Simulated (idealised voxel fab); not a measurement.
process module | voxel self aligned vias
cross-section cut | 235 nm wide | cells 5 nm
A cross-section is a grid of square cells, given in bands from the top down. A band is one or more rows of cells.
Each band's line starts with the height of the band's top and of its bottom, in nm. Then come its materials from left to right, each with its width in nm. One material with "throughout" fills the band from edge to edge. "air" is empty space.
Height 0 is the level under which the wafer as received is all one material. The lowest band goes on downwards, as in "0 down".
A width such as "30 to 40" changes by the same amount from each row of cells to the next, from the band's top row to its bottom row.
"no change" after a step means that no cell of the cross-section changed.
closed voids: empty space of 8 cells or more with no open way to the top, each as width x height at its distance from the left edge, in nm
after a step's settings: what the simulator itself notes on the step
overlay nm, on a step with a mask: how far to the right of its planned place the mask lay; to the left if negative
plan
1 op RECEIVE | material Si
2 op CONFORMAL_DEP | material SiO2 | thk nm 15
3 op CONFORMAL_DEP | material SiCN | thk nm 5
4 op DIRECTIONAL_DEP | material SiO2 | thk nm 30
5 op DIRECTIONAL_DEP | material aC | thk nm 15
6 op PATTERN | tone open | mask id LINES | material resist | width nm 25 | pitch nm 60 | thk nm 30 | overlay nm 0
7 op DIRECTIONAL_ETCH | etch materials aC | depth nm 15
8 op STRIP | etch materials resist
9 op DIRECTIONAL_ETCH | etch materials SiO2 | depth nm 30
10 op STRIP | etch materials aC
11 op CONFORMAL_DEP | material TiN | thk nm 5
12 op FILL_DEP | material W | thk nm 10
13 op CMP | height nm 50
14 op SELECTIVE_ETCH | etch materials W Ru TiN | depth nm 10
15 op FILL_DEP | material SiN | thk nm 10
16 op CMP | height nm 50
17 op DIRECTIONAL_DEP | material SiO2 | thk nm 15
18 op MASKED_ETCH | tone open | mask id VIAS | width nm 45 | etch materials SiO2 | depth nm 15 | overlay nm 0
19 op MASKED_ETCH | tone open | mask id VIAS | width nm 45 | etch materials SiN | depth nm 10 | overlay nm 0
20 op CONFORMAL_DEP | material TiN | thk nm 5
21 op FILL_DEP | material Ru | thk nm 5
22 op CMP | height nm 65
23 op CONFORMAL_DEP | material SiN | thk nm 5
as received, after step 1
  0 down: Si throughout
  closed voids: none
a wafer at the end: this start, this plan, one mistake
  70 to 65: SiN throughout
  65 to 55: SiO2 65 | TiN 5 | Ru 35 | TiN 5 | SiO2 125
  55 to 50: SiO2 65 | TiN 45 | SiO2 125
  50 to 40: SiN 65 | TiN 15 | W 15 | TiN 15 | SiN 25 | TiN 5 | W 15 | TiN 5 | SiN 75
  40 to 25: SiO2 75 | TiN 5 | W 15 | TiN 5 | SiO2 35 | TiN 5 | W 15 | TiN 5 | SiO2 75
  25 to 20: SiO2 75 | TiN 25 | SiO2 35 | TiN 25 | SiO2 75
  20 to 15: SiCN throughout
  15 to 0: SiO2 throughout
  0 down: Si throughout
  closed voids: none
what went wrong: step 14 ran as: op SELECTIVE_ETCH | etch materials SiO2 | depth nm 10
